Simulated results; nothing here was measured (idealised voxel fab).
process module | voxel released beams
cross-section cut | 140 nm wide | cells 5 nm
A cross-section is a grid of square cells, given in bands from the top down. A band is one or more rows of cells.
Each band's line starts with the height of the band's top and of its bottom, in nm. Then come its materials from left to right, each with its width in nm. One material with "throughout" fills the band from edge to edge. "air" is empty space.
Height 0 is the level under which the wafer as received is all one material. The lowest band goes on downwards, as in "0 down".
A width such as "30 to 40" changes by the same amount from each row of cells to the next, from the band's top row to its bottom row.
"no change" after a step means that no cell of the cross-section changed.
closed voids: empty space of 8 cells or more with no open way to the top, each as width x height at its distance from the left edge, in nm
after a step's settings: what the simulator itself notes on the step
overlay nm, on a step with a mask: how far to the right of its planned place the mask lay; to the left if negative
plan
1 op RECEIVE | material Si
2 op CONFORMAL_DEP | material Al2O3 | thk nm 5
3 op DIRECTIONAL_DEP | material SiO2 | thk nm 15
4 op PATTERN | tone open | mask id ANCHOR | material resist | width nm 30 | thk nm 15 | overlay nm 0
5 op DIRECTIONAL_ETCH | etch materials SiO2 | depth nm 15
6 op STRIP | etch materials resist
7 op CONFORMAL_DEP | material W | thk nm 10
8 op MASKED_ETCH | tone cover | mask id BEAM | width nm 85 | etch materials W | depth nm 10 | overlay nm 0
9 op STRIP | etch materials SiO2
as received, after step 1
  0 down: Si throughout
  closed voids: none
first wafer at the end, as planned
  30 to 20: air 25 | W 15 | air 10 | W 60 | air 30
  20 to 15: air 30 | W 10 | air 10 | W 10 | air 80
  15 to 5: air 30 | W 30 | air 80
  5 to 0: Al2O3 throughout
  0 down: Si throughout
  closed voids: none
second wafer at the end: like start, like plan, one mistake
  25 to 15: air 25 | W 15 | air 10 | W 60 | air 30
  15 to 10: air 30 | W 10 | air 10 | W 10 | air 80
  10 to 0: air 30 | W 30 | air 80
  0 down: Si throughout
  closed voids: none
what went wrong: step 2 was left out
at the end the second wafer has, in cells: 28 fewer of Al2O3
